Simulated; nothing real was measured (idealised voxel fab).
Module name: voxel transistor to metal (process module)
FYI the section here is cut, 300 nm wide, cells are 5 nm squares.
Cross-section, as written here: a square-cell grid given band by band from the top down, where a band holds one or more rows of cells. Look at the band entry: it leads with the top's height and the bottom's height in nm. Then it lists the materials left to right, with a width in nm for each. The word "all across" on a single material says that material fills the band edge to edge. The word "empty" is empty space. Heights from 0 (as-received wafer is one material below). Bottom band endless downward, as "0 down". Width spec "30 to 40" -> top row of cells at first value, bottom row at second value, equal per-row change in between. It should be understood that the words "everything unchanged", when stated for a given step, signify that the cross-section underwent no change in any of its cells during that step. The entry titled "Fully closed voids" provides the empty spaces that have no open way to the top, restricted to those of 8 cells or more. Each is presented as width x height at distance, the distance being measured from the left edge, with all three in nm. Anything after a step's settings on that line? It's the simulator's own note about the step. overlay nm, on a step with a mask: how far to the right of its planned place the mask lay; to the left if negative. Quick note on how to read the rest: it's all pairs. You get the cross-section before a process step and the one after, but the after one only goes down as far as the lowest band that changed. The step in between, with its settings, sits under the pair. Heads up, the pairs can come from different runs of this module on the same starting wafer, so don't assume a pair picks up from the one above unless its "Before processing step" entry says it does.
# Before processing step
  75 to 50: Ru all across
  50 to 45: TiN all across
  45 to 35: 45 of SiO2, 5 of TiN, 15 to 10 of W, 5 to 10 of TiN, 30 of SiO2, 5 to 10 of TiN, 15 to 10 of W, 5 of TiN, 45 of SiO2, 5 of TiN, 15 to 10 of W, 5 to 10 of TiN, 30 of SiO2, 5 to 10 of TiN, 15 to 10 of W, 5 of TiN, 50 of SiO2
  35 to 25: 45 of SiO2, 5 of TiN, 10 of W, 5 of TiN, 10 of SiN, 20 of SiCN, 10 of SiN, 5 of TiN, 10 of W, 5 of TiN, 45 of SiO2, 5 of TiN, 10 of W, 5 of TiN, 10 of SiN, 20 of SiCN, 10 of SiN, 5 of TiN, 10 of W, 5 of TiN, 50 of SiO2
  25 to 5: 45 of SiO2, 5 of TiN, 10 of W, 5 of TiN, 10 of SiN, 20 of polySi, 10 of SiN, 5 of TiN, 10 of W, 5 of TiN, 45 of SiO2, 5 of TiN, 10 of W, 5 of TiN, 10 of SiN, 20 of polySi, 10 of SiN, 5 of TiN, 10 of W, 5 of TiN, 50 of SiO2
  5 to 0: 30 of SiO2, 10 of SiN, 5 of SiO2, 20 of TiN, 10 of SiN, 20 of polySi, 10 of SiN, 20 of TiN, 5 of SiO2, 10 of SiN, 15 of SiO2, 10 of SiN, 5 of SiO2, 20 of TiN, 10 of SiN, 20 of polySi, 10 of SiN, 20 of TiN, 5 of SiO2, 10 of SiN, 35 of SiO2
  0 to -5: 40 of SiO2, 25 of nSi, 40 of SiO2, 25 of nSi, 35 of SiO2, 25 of nSi, 40 of SiO2, 25 of nSi, 45 of SiO2
  -5 to -40: 35 of SiO2, 100 of Si, 25 of SiO2, 100 of Si, 40 of SiO2
  -40 down: Si all across
  Fully closed voids: none
# Result of Step
  75 to 50: 45 of empty, 15 of Ru, 50 of empty, 15 of Ru, 45 of empty, 15 of Ru, 50 of empty, 15 of Ru, 50 of empty
  Everything below 50 is unchanged.
  Fully closed voids: none
Transition step, before and after shown above: MASKED_ETCH: tone cover, mask id METAL_1, width nm 15, etch materials Ru, depth nm 25, overlay nm 0
Before processing step: starting point is the after cross-section of the pair just above.
# Result of Step
  75 to 50: 45 of empty, 15 of Ru, 50 of empty, 15 of Ru, 45 of empty, 15 of Ru, 50 of empty, 15 of Ru, 50 of empty
  50 to 45: 45 of empty, 15 of TiN, 50 of empty, 15 of TiN, 45 of empty, 15 of TiN, 50 of empty, 15 of TiN, 50 of empty
  Everything below 45 is unchanged.
  Fully closed voids: none
Transition step, before and after shown above: MASKED_ETCH: tone cover, mask id METAL_1, width nm 15, etch materials TiN, depth nm 5, overlay nm 0
Before processing step: starting point is the after cross-section of the pair just above.
# Result of Step
  80 to 75: SiO2 all across
  75 to 50: 45 of SiO2, 15 of Ru, 50 of SiO2, 15 of Ru, 45 of SiO2, 15 of Ru, 50 of SiO2, 15 of Ru, 50 of SiO2
  50 to 45: 45 of SiO2, 15 of TiN, 50 of SiO2, 15 of TiN, 45 of SiO2, 15 of TiN, 50 of SiO2, 15 of TiN, 50 of SiO2
  Everything below 45 is unchanged.
  Fully closed voids: none
Transition step, before and after shown above: FILL_DEP: material SiO2, thk nm 5
Before processing step: starting point is the after cross-section of the pair just above.
# Result of Step
  75 to 50: 45 of SiO2, 15 of Ru, 50 of SiO2, 15 of Ru, 45 of SiO2, 15 of Ru, 50 of SiO2, 15 of Ru, 50 of SiO2
  Everything below 50 is unchanged.
  Fully closed voids: none
Transition step, before and after shown above: CMP: height nm 75
Before processing step: starting point is the after cross-section of the pair just above.
# Result of Step
  80 to 75: SiN all across
  Everything below 75 is unchanged.
  Fully closed voids: none
Transition step, before and after shown above: CONFORMAL_DEP: material SiN, thk nm 5
# Before processing step
  15 to 5: 35 of SiO2, 100 of SiN, 25 of SiO2, 100 of SiN, 40 of SiO2
  5 to 0: SiO2 all across
  0 to -20: 35 of SiO2, 100 of Si, 25 of SiO2, 100 of Si, 40 of SiO2
  -20 down: Si all across
  Fully closed voids: none
# Result of Step
  15 to 5: 35 of SiO2, 100 of empty, 25 of SiO2, 100 of empty, 40 of SiO2
  Everything below 5 is unchanged.
  Fully closed voids: none
Transition step, before and after shown above: STRIP: etch materials SiN
Before processing step: starting point is the after cross-section of the pair just above.
# Result of Step
  10 to 0: 30 of SiO2, 110 of empty, 15 of SiO2, 110 of empty, 35 of SiO2
  Everything below 0 is unchanged.
  Fully closed voids: none
Transition step, before and after shown above: SELECTIVE_ETCH: etch materials SiO2, depth nm 5
Before processing step: starting point is the after cross-section of the pair just above.
# Result of Step
  5 to 0: 25 of SiO2, 120 of empty, 5 of SiO2, 120 of empty, 30 of SiO2
  0 to -5: 25 of SiO2, 10 of empty, 100 of Si, 10 of empty, 5 of SiO2, 10 of empty, 100 of Si, 10 of empty, 30 of SiO2
  Everything below -5 is unchanged.
  Fully closed voids: none
Transition step, before and after shown above: SELECTIVE_ETCH: etch materials SiO2, depth nm 5
Before processing step: starting point is the after cross-section of the pair just above.
# Result of Step
  5 to 0: 25 of SiO2, 120 of empty, 5 of SiO2, 120 of empty, 30 of SiO2
  0 to -5: 25 of SiO2, 10 of empty, 100 of SiO2, 10 of empty, 5 of SiO2, 10 of empty, 100 of SiO2, 10 of empty, 30 of SiO2
  -5 to -10: 40 of SiO2, 90 of Si, 35 of SiO2, 90 of Si, 45 of SiO2
  Everything below -10 is unchanged.
  Fully closed voids: none
Transition step, before and after shown above: OXIDIZE: depth nm 5
Before processing step: starting point is the after cross-section of the pair just above.
# Result of Step
  30 to 25: 25 of polySi, 120 of empty, 5 of polySi, 120 of empty, 30 of polySi
  25 to 20: 25 of polySi, 10 of empty, 100 of polySi, 10 of empty, 5 of polySi, 10 of empty, 100 of polySi, 10 of empty, 30 of polySi
  20 to 5: polySi all across
  5 to 0: 25 of SiO2, 120 of polySi, 5 of SiO2, 120 of polySi, 30 of SiO2
  0 to -5: 25 of SiO2, 10 of polySi, 100 of SiO2, 10 of polySi, 5 of SiO2, 10 of polySi, 100 of SiO2, 10 of polySi, 30 of SiO2
  Everything below -5 is unchanged.
  Fully closed voids: none
Transition step, before and after shown above: DIRECTIONAL_DEP: material polySi, thk nm 25
Before processing step: starting point is the after cross-section of the pair just above.
# Result of Step
  40 to 35: 25 of SiCN, 120 of empty, 5 of SiCN, 120 of empty, 30 of SiCN
  35 to 30: 25 of SiCN, 10 of empty, 100 of SiCN, 10 of empty, 5 of SiCN, 10 of empty, 100 of SiCN, 10 of empty, 30 of SiCN
  30 to 25: 25 of polySi, 120 of SiCN, 5 of polySi, 120 of SiCN, 30 of polySi
  25 to 20: 25 of polySi, 10 of SiCN, 100 of polySi, 10 of SiCN, 5 of polySi, 10 of SiCN, 100 of polySi, 10 of SiCN, 30 of polySi
  Everything below 20 is unchanged.
  Fully closed voids: none
Transition step, before and after shown above: DIRECTIONAL_DEP: material SiCN, thk nm 10
Before processing step: starting point is the after cross-section of the pair just above.
# Result of Step
  60 to 40: 75 of empty, 20 of resist, 105 of empty, 20 of resist, 80 of empty
  40 to 35: 25 of SiCN, 50 of empty, 20 of resist, 50 of empty, 5 of SiCN, 50 of empty, 20 of resist, 50 of empty, 30 of SiCN
  Everything below 35 is unchanged.
  Fully closed voids: none
Transition step, before and after shown above: PATTERN: tone cover, mask id GATE, material resist, width nm 20, pitch nm 125, thk nm 20, overlay nm 0
Before processing step: starting point is the after cross-section of the pair just above.
# Result of Step
  60 to 35: 75 of empty, 20 of resist, 105 of empty, 20 of resist, 80 of empty
  35 to 30: 75 of empty, 20 of SiCN, 105 of empty, 20 of SiCN, 80 of empty
  30 to 25: 25 of polySi, 50 of empty, 20 of SiCN, 50 of empty, 5 of polySi, 50 of empty, 20 of SiCN, 50 of empty, 30 of polySi
  25 to 20: 25 of polySi, 10 of empty, 100 of polySi, 10 of empty, 5 of polySi, 10 of empty, 100 of polySi, 10 of empty, 30 of polySi
  Everything below 20 is unchanged.
  Fully closed voids: none
Transition step, before and after shown above: DIRECTIONAL_ETCH: etch materials SiCN, depth nm 20
Before processing step: starting point is the after cross-section of the pair just above.
# Result of Step
  60 to 35: 75 of empty, 20 of resist, 105 of empty, 20 of resist, 80 of empty
  35 to 25: 75 of empty, 20 of SiCN, 105 of empty, 20 of SiCN, 80 of empty
  25 to 5: 75 of empty, 20 of polySi, 105 of empty, 20 of polySi, 80 of empty
  5 to 0: 25 of SiO2, 50 of empty, 20 of polySi, 50 of empty, 5 of SiO2, 50 of empty, 20 of polySi, 50 of empty, 30 of SiO2
  0 to -5: 25 of SiO2, 10 of empty, 100 of SiO2, 10 of empty, 5 of SiO2, 10 of empty, 100 of SiO2, 10 of empty, 30 of SiO2
  Everything below -5 is unchanged.
  Fully closed voids: none
Transition step, before and after shown above: DIRECTIONAL_ETCH: etch materials polySi, depth nm 35
Before processing step: starting point is the after cross-section of the pair just above.
# Result of Step
  35 to 25: 75 of empty, 20 of SiCN, 105 of empty, 20 of SiCN, 80 of empty
  Everything below 25 is unchanged.
  Fully closed voids: none
Transition step, before and after shown above: STRIP: etch materials resist
Before processing step: starting point is the after cross-section of the pair just above.
# Result of Step
  45 to 35: 65 of empty, 40 of SiN, 85 of empty, 40 of SiN, 70 of empty
  35 to 25: 65 of empty, 10 of SiN, 20 of SiCN, 10 of SiN, 85 of empty, 10 of SiN, 20 of SiCN, 10 of SiN, 70 of empty
  25 to 15: 65 of empty, 10 of SiN, 20 of polySi, 10 of SiN, 85 of empty, 10 of SiN, 20 of polySi, 10 of SiN, 70 of empty
  15 to 10: 35 of SiN, 30 of empty, 10 of SiN, 20 of polySi, 10 of SiN, 30 of empty, 25 of SiN, 30 of empty, 10 of SiN, 20 of polySi, 10 of SiN, 30 of empty, 40 of SiN
  10 to 5: 75 of SiN, 20 of polySi, 105 of SiN, 20 of polySi, 80 of SiN
  5 to 0: 25 of SiO2, 50 of SiN, 20 of polySi, 50 of SiN, 5 of SiO2, 50 of SiN, 20 of polySi, 50 of SiN, 30 of SiO2
  0 to -5: 25 of SiO2, 10 of SiN, 100 of SiO2, 10 of SiN, 5 of SiO2, 10 of SiN, 100 of SiO2, 10 of SiN, 30 of SiO2
  Everything below -5 is unchanged.
  Fully closed voids: none
Transition step, before and after shown above: CONFORMAL_DEP: material SiN, thk nm 10
Before processing step: starting point is the after cross-section of the pair just above.
# Result of Step
  35 to 25: 65 of empty, 10 of SiN, 20 of SiCN, 10 of SiN, 85 of empty, 10 of SiN, 20 of SiCN, 10 of SiN, 70 of empty
  25 to 5: 65 of empty, 10 of SiN, 20 of polySi, 10 of SiN, 85 of empty, 10 of SiN, 20 of polySi, 10 of SiN, 70 of empty
  5 to 0: 25 of SiO2, 10 of SiN, 30 of empty, 10 of SiN, 20 of polySi, 10 of SiN, 30 of empty, 10 of SiN, 5 of SiO2, 10 of SiN, 30 of empty, 10 of SiN, 20 of polySi, 10 of SiN, 30 of empty, 10 of SiN, 30 of SiO2
  Everything below 0 is unchanged.
  Fully closed voids: none
Transition step, before and after shown above: DIRECTIONAL_ETCH: etch materials SiN, depth nm 10
Before processing step: starting point is the after cross-section of the pair just above.
# Result of Step
  35 to 25: 65 of empty, 10 of SiN, 20 of SiCN, 10 of SiN, 85 of empty, 10 of SiN, 20 of SiCN, 10 of SiN, 70 of empty
  25 to 5: 65 of empty, 10 of SiN, 20 of polySi, 10 of SiN, 85 of empty, 10 of SiN, 20 of polySi, 10 of SiN, 70 of empty
  5 to 0: 25 of empty, 10 of SiN, 30 of empty, 10 of SiN, 20 of polySi, 10 of SiN, 30 of empty, 10 of SiN, 5 of empty, 10 of SiN, 30 of empty, 10 of SiN, 20 of polySi, 10 of SiN, 30 of empty, 10 of SiN, 30 of empty
  0 to -5: 25 of SiO2, 10 of SiN, 30 of empty, 40 of SiO2, 30 of empty, 10 of SiN, 5 of SiO2, 10 of SiN, 30 of empty, 40 of SiO2, 30 of empty, 10 of SiN, 30 of SiO2
  Everything below -5 is unchanged.
  Fully closed voids: none
Transition step, before and after shown above: DIRECTIONAL_ETCH: etch materials SiO2, depth nm 5
Before processing step: starting point is the after cross-section of the pair just above.
# Result of Step
  35 to 25: 65 of empty, 10 of SiN, 20 of SiCN, 10 of SiN, 85 of empty, 10 of SiN, 20 of SiCN, 10 of SiN, 70 of empty
  25 to 5: 65 of empty, 10 of SiN, 20 of polySi, 10 of SiN, 85 of empty, 10 of SiN, 20 of polySi, 10 of SiN, 70 of empty
  5 to 0: 25 of empty, 10 of SiN, 30 of empty, 10 of SiN, 20 of polySi, 10 of SiN, 30 of empty, 10 of SiN, 5 of empty, 10 of SiN, 30 of empty, 10 of SiN, 20 of polySi, 10 of SiN, 30 of empty, 10 of SiN, 30 of empty
  0 to -5: 25 of SiO2, 10 of SiN, 30 of nSi, 40 of SiO2, 30 of nSi, 10 of SiN, 5 of SiO2, 10 of SiN, 30 of nSi, 40 of SiO2, 30 of nSi, 10 of SiN, 30 of SiO2
  Everything below -5 is unchanged.
  Fully closed voids: none
Transition step, before and after shown above: EPI: material nSi, thk nm 5
Before processing step: starting point is the after cross-section of the pair just above.
# Result of Step
  40 to 35: SiO2 all across
  35 to 25: 65 of SiO2, 10 of SiN, 20 of SiCN, 10 of SiN, 85 of SiO2, 10 of SiN, 20 of SiCN, 10 of SiN, 70 of SiO2
  25 to 5: 65 of SiO2, 10 of SiN, 20 of polySi, 10 of SiN, 85 of SiO2, 10 of SiN, 20 of polySi, 10 of SiN, 70 of SiO2
  5 to 0: 25 of SiO2, 10 of SiN, 30 of SiO2, 10 of SiN, 20 of polySi, 10 of SiN, 30 of SiO2, 10 of SiN, 5 of SiO2, 10 of SiN, 30 of SiO2, 10 of SiN, 20 of polySi, 10 of SiN, 30 of SiO2, 10 of SiN, 30 of SiO2
  Everything below 0 is unchanged.
  Fully closed voids: none
Transition step, before and after shown above: FILL_DEP: material SiO2, thk nm 5
Before processing step: starting point is the after cross-section of the pair just above.
# Result of Step
  35 to 25: 65 of SiO2, 10 of SiN, 20 of SiCN, 10 of SiN, 85 of SiO2, 10 of SiN, 20 of SiCN, 10 of SiN, 70 of SiO2
  Everything below 25 is unchanged.
  Fully closed voids: none
Transition step, before and after shown above: CMP: height nm 35
Before processing step: starting point is the after cross-section of the pair just above.
# Result of Step
  45 to 35: SiO2 all across
  Everything below 35 is unchanged.
  Fully closed voids: none
Transition step, before and after shown above: DIRECTIONAL_DEP: material SiO2, thk nm 10
Before processing step: starting point is the after cross-section of the pair just above.
# Result of Step
  65 to 45: 45 of resist, 25 of empty, 30 of resist, 25 of empty, 45 of resist, 25 of empty, 30 of resist, 25 of empty, 50 of resist
  Everything below 45 is unchanged.
  Fully closed voids: none
Transition step, before and after shown above: PATTERN: tone open, mask id CONTACT, material resist, width nm 25, thk nm 20, overlay nm 0
Before processing step: starting point is the after cross-section of the pair just above.
# Result of Step
  65 to 45: 45 of resist, 25 of empty, 30 of resist, 25 of empty, 45 of resist, 25 of empty, 30 of resist, 25 of empty, 50 of resist
  45 to 35: 45 of SiO2, 25 of empty, 30 of SiO2, 25 of empty, 45 of SiO2, 25 of empty, 30 of SiO2, 25 of empty, 50 of SiO2
  35 to 25: 45 of SiO2, 20 of empty, 10 of SiN, 20 of SiCN, 10 of SiN, 20 of empty, 45 of SiO2, 20 of empty, 10 of SiN, 20 of SiCN, 10 of SiN, 20 of empty, 50 of SiO2
  25 to 5: 45 of SiO2, 20 of empty, 10 of SiN, 20 of polySi, 10 of SiN, 20 of empty, 45 of SiO2, 20 of empty, 10 of SiN, 20 of polySi, 10 of SiN, 20 of empty, 50 of SiO2
  5 to 0: 25 of SiO2, 10 of SiN, 10 of SiO2, 20 of empty, 10 of SiN, 20 of polySi, 10 of SiN, 20 of empty, 10 of SiO2, 10 of SiN, 5 of SiO2, 10 of SiN, 10 of SiO2, 20 of empty, 10 of SiN, 20 of polySi, 10 of SiN, 20 of empty, 10 of SiO2, 10 of SiN, 30 of SiO2
  Everything below 0 is unchanged.
  Fully closed voids: none
Transition step, before and after shown above: DIRECTIONAL_ETCH: etch materials SiO2, depth nm 45
Before processing step: starting point is the after cross-section of the pair just above.
# Result of Step
  45 to 35: 45 of SiO2, 25 of empty, 30 of SiO2, 25 of empty, 45 of SiO2, 25 of empty, 30 of SiO2, 25 of empty, 50 of SiO2
  Everything below 35 is unchanged.
  Fully closed voids: none
Transition step, before and after shown above: STRIP: etch materials resist
Before processing step: starting point is the after cross-section of the pair just above.
# Result of Step
  50 to 45: 50 of TiN, 15 of empty, 40 of TiN, 15 of empty, 55 of TiN, 15 of empty, 40 of TiN, 15 of empty, 55 of TiN
  45 to 35: 45 of SiO2, 5 of TiN, 15 to 10 of empty, 5 to 10 of TiN, 30 of SiO2, 5 to 10 of TiN, 15 to 10 of empty, 5 of TiN, 45 of SiO2, 5 of TiN, 15 to 10 of empty, 5 to 10 of TiN, 30 of SiO2, 5 to 10 of TiN, 15 to 10 of empty, 5 of TiN, 50 of SiO2
  35 to 25: 45 of SiO2, 5 of TiN, 10 of empty, 5 of TiN, 10 of SiN, 20 of SiCN, 10 of SiN, 5 of TiN, 10 of empty, 5 of TiN, 45 of SiO2, 5 of TiN, 10 of empty, 5 of TiN, 10 of SiN, 20 of SiCN, 10 of SiN, 5 of TiN, 10 of empty, 5 of TiN, 50 of SiO2
  25 to 5: 45 of SiO2, 5 of TiN, 10 of empty, 5 of TiN, 10 of SiN, 20 of polySi, 10 of SiN, 5 of TiN, 10 of empty, 5 of TiN, 45 of SiO2, 5 of TiN, 10 of empty, 5 of TiN, 10 of SiN, 20 of polySi, 10 of SiN, 5 of TiN, 10 of empty, 5 of TiN, 50 of SiO2
  5 to 0: 25 of SiO2, 10 of SiN, 10 of SiO2, 20 of TiN, 10 of SiN, 20 of polySi, 10 of SiN, 20 of TiN, 10 of SiO2, 10 of SiN, 5 of SiO2, 10 of SiN, 10 of SiO2, 20 of TiN, 10 of SiN, 20 of polySi, 10 of SiN, 20 of TiN, 10 of SiO2, 10 of SiN, 30 of SiO2
  Everything below 0 is unchanged.
  Fully closed voids: none
Transition step, before and after shown above: CONFORMAL_DEP: material TiN, thk nm 5
Before processing step: starting point is the after cross-section of the pair just above.
# Result of Step
  55 to 50: W all across
  50 to 45: 50 of TiN, 15 of W, 40 of TiN, 15 of W, 55 of TiN, 15 of W, 40 of TiN, 15 of W, 55 of TiN
  45 to 35: 45 of SiO2, 5 of TiN, 15 to 10 of W, 5 to 10 of TiN, 30 of SiO2, 5 to 10 of TiN, 15 to 10 of W, 5 of TiN, 45 of SiO2, 5 of TiN, 15 to 10 of W, 5 to 10 of TiN, 30 of SiO2, 5 to 10 of TiN, 15 to 10 of W, 5 of TiN, 50 of SiO2
  35 to 25: 45 of SiO2, 5 of TiN, 10 of W, 5 of TiN, 10 of SiN, 20 of SiCN, 10 of SiN, 5 of TiN, 10 of W, 5 of TiN, 45 of SiO2, 5 of TiN, 10 of W, 5 of TiN, 10 of SiN, 20 of SiCN, 10 of SiN, 5 of TiN, 10 of W, 5 of TiN, 50 of SiO2
  25 to 5: 45 of SiO2, 5 of TiN, 10 of W, 5 of TiN, 10 of SiN, 20 of polySi, 10 of SiN, 5 of TiN, 10 of W, 5 of TiN, 45 of SiO2, 5 of TiN, 10 of W, 5 of TiN, 10 of SiN, 20 of polySi, 10 of SiN, 5 of TiN, 10 of W, 5 of TiN, 50 of SiO2
  Everything below 5 is unchanged.
  Fully closed voids: none
Transition step, before and after shown above: FILL_DEP: material W, thk nm 5
Before processing step: starting point is the after cross-section of the pair just above.
# Result of Step
  45 to 35: 45 of SiO2, 5 of TiN, 15 to 10 of W, 5 to 10 of TiN, 30 of SiO2, 5 to 10 of TiN, 15 to 10 of W, 5 of TiN, 45 of SiO2, 5 of TiN, 15 to 10 of W, 5 to 10 of TiN, 30 of SiO2, 5 to 10 of TiN, 15 to 10 of W, 5 of TiN, 50 of SiO2
  Everything below 35 is unchanged.
  Fully closed voids: none
Transition step, before and after shown above: CMP: height nm 45
Before processing step: starting point is the after cross-section of the pair just above.
# Result of Step
  50 to 45: TiN all across
  Everything below 45 is unchanged.
  Fully closed voids: none
Transition step, before and after shown above: DIRECTIONAL_DEP: material TiN, thk nm 5
Before processing step: starting point is the after cross-section of the pair just above.
# Result of Step
  75 to 50: Ru all across
  Everything below 50 is unchanged.
  Fully closed voids: none
Transition step, before and after shown above: DIRECTIONAL_DEP: material Ru, thk nm 25
Before processing step: starting point is the after cross-section of the pair just above.
# Result of Step
  75 to 50: 45 of empty, 15 of Ru, 50 of empty, 15 of Ru, 45 of empty, 15 of Ru, 50 of empty, 15 of Ru, 50 of empty
  Everything below 50 is unchanged.
  Fully closed voids: none
Transition step, before and after shown above: MASKED_ETCH: tone cover, mask id METAL_1, width nm 15, etch materials Ru, depth nm 25, overlay nm 0
Before processing step: starting point is the after cross-section of the pair just above.
# Result of Step
  75 to 50: 45 of empty, 15 of Ru, 50 of empty, 15 of Ru, 45 of empty, 15 of Ru, 50 of empty, 15 of Ru, 50 of empty
  50 to 45: 45 of empty, 15 of TiN, 50 of empty, 15 of TiN, 45 of empty, 15 of TiN, 50 of empty, 15 of TiN, 50 of empty
  Everything below 45 is unchanged.
  Fully closed voids: none
Transition step, before and after shown above: MASKED_ETCH: tone cover, mask id METAL_1, width nm 15, etch materials TiN, depth nm 5, overlay nm 0
Before processing step: starting point is the after cross-section of the pair just above.
# Result of Step
  80 to 75: SiO2 all across
  75 to 50: 45 of SiO2, 15 of Ru, 50 of SiO2, 15 of Ru, 45 of SiO2, 15 of Ru, 50 of SiO2, 15 of Ru, 50 of SiO2
  50 to 45: 45 of SiO2, 15 of TiN, 50 of SiO2, 15 of TiN, 45 of SiO2, 15 of TiN, 50 of SiO2, 15 of TiN, 50 of SiO2
  Everything below 45 is unchanged.
  Fully closed voids: none
Transition step, before and after shown above: FILL_DEP: material SiO2, thk nm 5
Before processing step: starting point is the after cross-section of the pair just above.
# Result of Step
  75 to 50: 45 of SiO2, 15 of Ru, 50 of SiO2, 15 of Ru, 45 of SiO2, 15 of Ru, 50 of SiO2, 15 of Ru, 50 of SiO2
  Everything below 50 is unchanged.
  Fully closed voids: none
Transition step, before and after shown above: CMP: height nm 75
Before processing step: starting point is the after cross-section of the pair just above.
# Result of Step
  80 to 75: SiN all across
  Everything below 75 is unchanged.
  Fully closed voids: none
Transition step, before and after shown above: CONFORMAL_DEP: material SiN, thk nm 5
# Before processing step
  80 to 75: SiO2 all across
  75 to 50: 45 of SiO2, 15 of Ru, 50 of SiO2, 15 of Ru, 45 of SiO2, 15 of Ru, 50 of SiO2, 15 of Ru, 50 of SiO2
  50 to 45: 45 of SiO2, 15 of TiN, 50 of SiO2, 15 of TiN, 45 of SiO2, 15 of TiN, 50 of SiO2, 15 of TiN, 50 of SiO2
  45 to 35: 45 of SiO2, 5 of TiN, 15 to 10 of W, 5 to 10 of TiN, 30 of SiO2, 5 to 10 of TiN, 15 to 10 of W, 5 of TiN, 45 of SiO2, 5 of TiN, 15 to 10 of W, 5 to 10 of TiN, 30 of SiO2, 5 to 10 of TiN, 15 to 10 of W, 5 of TiN, 50 of SiO2
  35 to 25: 45 of SiO2, 5 of TiN, 10 of W, 5 of TiN, 10 of SiN, 20 of SiCN, 10 of SiN, 5 of TiN, 10 of W, 5 of TiN, 45 of SiO2, 5 of TiN, 10 of W, 5 of TiN, 10 of SiN, 20 of SiCN, 10 of SiN, 5 of TiN, 10 of W, 5 of TiN, 50 of SiO2
  25 to 5: 45 of SiO2, 5 of TiN, 10 of W, 5 of TiN, 10 of SiN, 20 of polySi, 10 of SiN, 5 of TiN, 10 of W, 5 of TiN, 45 of SiO2, 5 of TiN, 10 of W, 5 of TiN, 10 of SiN, 20 of polySi, 10 of SiN, 5 of TiN, 10 of W, 5 of TiN, 50 of SiO2
  5 to 0: 30 of SiO2, 10 of SiN, 5 of SiO2, 20 of TiN, 10 of SiN, 20 of polySi, 10 of SiN, 20 of TiN, 5 of SiO2, 10 of SiN, 15 of SiO2, 10 of SiN, 5 of SiO2, 20 of TiN, 10 of SiN, 20 of polySi, 10 of SiN, 20 of TiN, 5 of SiO2, 10 of SiN, 35 of SiO2
  0 to -5: 40 of SiO2, 25 of nSi, 40 of SiO2, 25 of nSi, 35 of SiO2, 25 of nSi, 40 of SiO2, 25 of nSi, 45 of SiO2
  -5 to -20: 35 of SiO2, 100 of Si, 25 of SiO2, 100 of Si, 40 of SiO2
  -20 down: Si all across
  Fully closed voids: none
# Result of Step
  65 to 50: 45 of SiO2, 15 of Ru, 50 of SiO2, 15 of Ru, 45 of SiO2, 15 of Ru, 50 of SiO2, 15 of Ru, 50 of SiO2
  Everything below 50 is unchanged.
  Fully closed voids: none
Transition step, before and after shown above: CMP: height nm 65
Before processing step: starting point is the after cross-section of the pair just above.
# Result of Step
  70 to 65: SiN all across
  Everything below 65 is unchanged.
  Fully closed voids: none
Transition step, before and after shown above: CONFORMAL_DEP: material SiN, thk nm 5
# Before processing step
  15 to 5: SiN all across
  5 to 0: SiO2 all across
  0 down: Si all across
  Fully closed voids: none
# Result of Step
  35 to 15: 35 of empty, 105 of resist, 20 of empty, 105 of resist, 35 of empty
  Everything below 15 is unchanged.
  Fully closed voids: none
Transition step, before and after shown above: PATTERN: tone cover, mask id ACTIVE, material resist, width nm 105, pitch nm 125, thk nm 20, overlay nm 0
Before processing step: starting point is the after cross-section of the pair just above.
# Result of Step
  35 to 15: 35 of empty, 105 of resist, 20 of empty, 105 of resist, 35 of empty
  15 to 5: 35 of empty, 105 of SiN, 20 of empty, 105 of SiN, 35 of empty
  Everything below 5 is unchanged.
  Fully closed voids: none
Transition step, before and after shown above: DIRECTIONAL_ETCH: etch materials SiN, depth nm 10
Before processing step: starting point is the after cross-section of the pair just above.
# Result of Step
  35 to 15: 35 of empty, 105 of resist, 20 of empty, 105 of resist, 35 of empty
  15 to 5: 35 of empty, 105 of SiN, 20 of empty, 105 of SiN, 35 of empty
  5 to 0: 35 of empty, 105 of SiO2, 20 of empty, 105 of SiO2, 35 of empty
  Everything below 0 is unchanged.
  Fully closed voids: none
Transition step, before and after shown above: DIRECTIONAL_ETCH: etch materials SiO2, depth nm 5
Before processing step: starting point is the after cross-section of the pair just above.
# Result of Step
  35 to 15: 35 of empty, 105 of resist, 20 of empty, 105 of resist, 35 of empty
  15 to 5: 35 of empty, 105 of SiN, 20 of empty, 105 of SiN, 35 of empty
  5 to 0: 35 of empty, 105 of SiO2, 20 of empty, 105 of SiO2, 35 of empty
  0 to -20: 35 of empty, 105 of Si, 20 of empty, 105 of Si, 35 of empty
  Everything below -20 is unchanged.
  Fully closed voids: none
Transition step, before and after shown above: DIRECTIONAL_ETCH: etch materials Si, depth nm 20
Before processing step: starting point is the after cross-section of the pair just above.
# Result of Step
  15 to 5: 35 of empty, 105 of SiN, 20 of empty, 105 of SiN, 35 of empty
  Everything below 5 is unchanged.
  Fully closed voids: none
Transition step, before and after shown above: STRIP: etch materials resist
Before processing step: starting point is the after cross-section of the pair just above.
# Result of Step
  20 to 15: SiO2 all across
  15 to 5: 35 of SiO2, 105 of SiN, 20 of SiO2, 105 of SiN, 35 of SiO2
  5 to 0: SiO2 all across
  0 to -20: 35 of SiO2, 105 of Si, 20 of SiO2, 105 of Si, 35 of SiO2
  Everything below -20 is unchanged.
  Fully closed voids: none
Transition step, before and after shown above: FILL_DEP: material SiO2, thk nm 5
Before processing step: starting point is the after cross-section of the pair just above.
# Result of Step
  15 to 5: 35 of SiO2, 105 of SiN, 20 of SiO2, 105 of SiN, 35 of SiO2
  Everything below 5 is unchanged.
  Fully closed voids: none
Transition step, before and after shown above: CMP: height nm 15
Before processing step: starting point is the after cross-section of the pair just above.
# Result of Step
  15 to 10: 35 of empty, 105 of SiN, 20 of empty, 105 of SiN, 35 of empty
  Everything below 10 is unchanged.
  Fully closed voids: none
Transition step, before and after shown above: SELECTIVE_ETCH: etch materials SiO2, depth nm 5
Before processing step: starting point is the after cross-section of the pair just above.
# Result of Step
  10 to 5: 35 of SiO2, 105 of empty, 20 of SiO2, 105 of empty, 35 of SiO2
  Everything below 5 is unchanged.
  Fully closed voids: none
Transition step, before and after shown above: STRIP: etch materials SiN
Before processing step: starting point is the after cross-section of the pair just above.
# Result of Step
  5 to 0: 30 of SiO2, 115 of empty, 10 of SiO2, 115 of empty, 30 of SiO2
  Everything below 0 is unchanged.
  Fully closed voids: none
Transition step, before and after shown above: SELECTIVE_ETCH: etch materials SiO2, depth nm 5
Before processing step: starting point is the after cross-section of the pair just above.
# Result of Step
  5 to 0: 30 of SiO2, 115 of empty, 10 of SiO2, 115 of empty, 30 of SiO2
  0 to -5: SiO2 all across
  Everything below -5 is unchanged.
  Fully closed voids: none
Transition step, before and after shown above: OXIDIZE: depth nm 5
Before processing step: starting point is the after cross-section of the pair just above.
# Result of Step
  30 to 25: 30 of polySi, 115 of empty, 10 of polySi, 115 of empty, 30 of polySi
  25 to 5: polySi all across
  5 to 0: 30 of SiO2, 115 of polySi, 10 of SiO2, 115 of polySi, 30 of SiO2
  Everything below 0 is unchanged.
  Fully closed voids: none
Transition step, before and after shown above: DIRECTIONAL_DEP: material polySi, thk nm 25
